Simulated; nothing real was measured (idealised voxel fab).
Module name: voxel fin reveal (process module)
Section shown: cut. Width: 230 nm. Cell size: 5 nm, square.
Bands, listed from the top down, are how a cross-section gets written in this document; the cross-section itself is a grid of square cells, and a band is one or more rows of them.
In this notation a band is specified by the heights of its top and bottom, in that order and in nm, after which its materials appear from left to right, each paired with its width in nm. The word "full width" attached to a single material means that material fills the band from edge to edge; the word "air" stands for empty space.
Heads up on the height convention: 0 is the point under which the incoming wafer is all one material, and the lowest band has no bottom, it just keeps going down, like "0 nm and below".
A two-number width, for instance "30->40", indicates that the width is equal to the first number in the top row of the band and to the second number in the bottom row, and that it changes by a constant amount per row of cells.
Step marked "same as before"? Then no cell in the cross-section changed in it.
If an empty space has no open way to the top and is at least 8 cells in size, "Sealed voids" lists it, written width x height at distance, where distance is measured from the left edge and every value is in nm.
On a step's line, text after the settings is the simulator commenting on that step.
overlay nm: mask right of planned place by this much (step with mask). Neg. = left.

HERE'S WHAT THE PLANNED PROCESS STEPS LOOK LIKE
1. RECEIVE (material Si)
2. CONFORMAL_DEP (material SiN; thk nm 5)
3. DIRECTIONAL_DEP (material aC; thk nm 15)
4. PATTERN (tone cover; mask id FINS; material resist; width nm 15; pitch nm 35; thk nm 35; overlay nm 0)
5. DIRECTIONAL_ETCH (etch materials aC; depth nm 15)
6. STRIP (etch materials resist)
7. DIRECTIONAL_ETCH (etch materials SiN; depth nm 5)
8. DIRECTIONAL_ETCH (etch materials Si; depth nm 30)
9. STRIP (etch materials aC)
10. FILL_DEP (material SiO2; thk nm 10)
11. CMP (height nm 5)
12. SELECTIVE_ETCH (etch materials SiO2; depth nm 25)
13. STRIP (etch materials SiN)
14. CONFORMAL_DEP (material HfO2; thk nm 5)

CROSS-SECTIONAL VIEW OF THE WAFER IN ITS AS-RECEIVED CONDITION, CORRESPONDING TO THE STATE AFTER STEP 1
    0 nm and below  Si full width
    Sealed voids: none

FIGURE: CROSS-SECTIONAL VIEW OF THE WAFER UPON COMPLETION OF THE MODULE, PROCESSED FROM THE INITIAL STATE AND ACCORDING TO THE PLAN DEPICTED ABOVE, WITH ONE ERROR INTRODUCED DURING EXECUTION
    5 nm to 0 nm  HfO2=75 / air=5 / HfO2=30 / air=5 / HfO2=30 / air=5 / HfO2=80
    0 nm to -15 nm  Si=70 / HfO2=5 / air=5 / HfO2=5 / Si=20 / HfO2=5 / air=5 / HfO2=5 / Si=20 / HfO2=5 / air=5 / HfO2=5 / Si=75
    -15 nm to -20 nm  Si=70 / HfO2=15 / Si=20 / HfO2=15 / Si=20 / HfO2=15 / Si=75
    -20 nm to -30 nm  Si=70 / SiO2=15 / Si=20 / SiO2=15 / Si=20 / SiO2=15 / Si=75
    -30 nm and below  Si full width
    Sealed voids: none
Diagnosis: heads up, step 4 didn't go per plan, it actually ran as PATTERN (tone open; mask id FINS; material resist; width nm 15; pitch nm 35; thk nm 35; overlay nm 0)
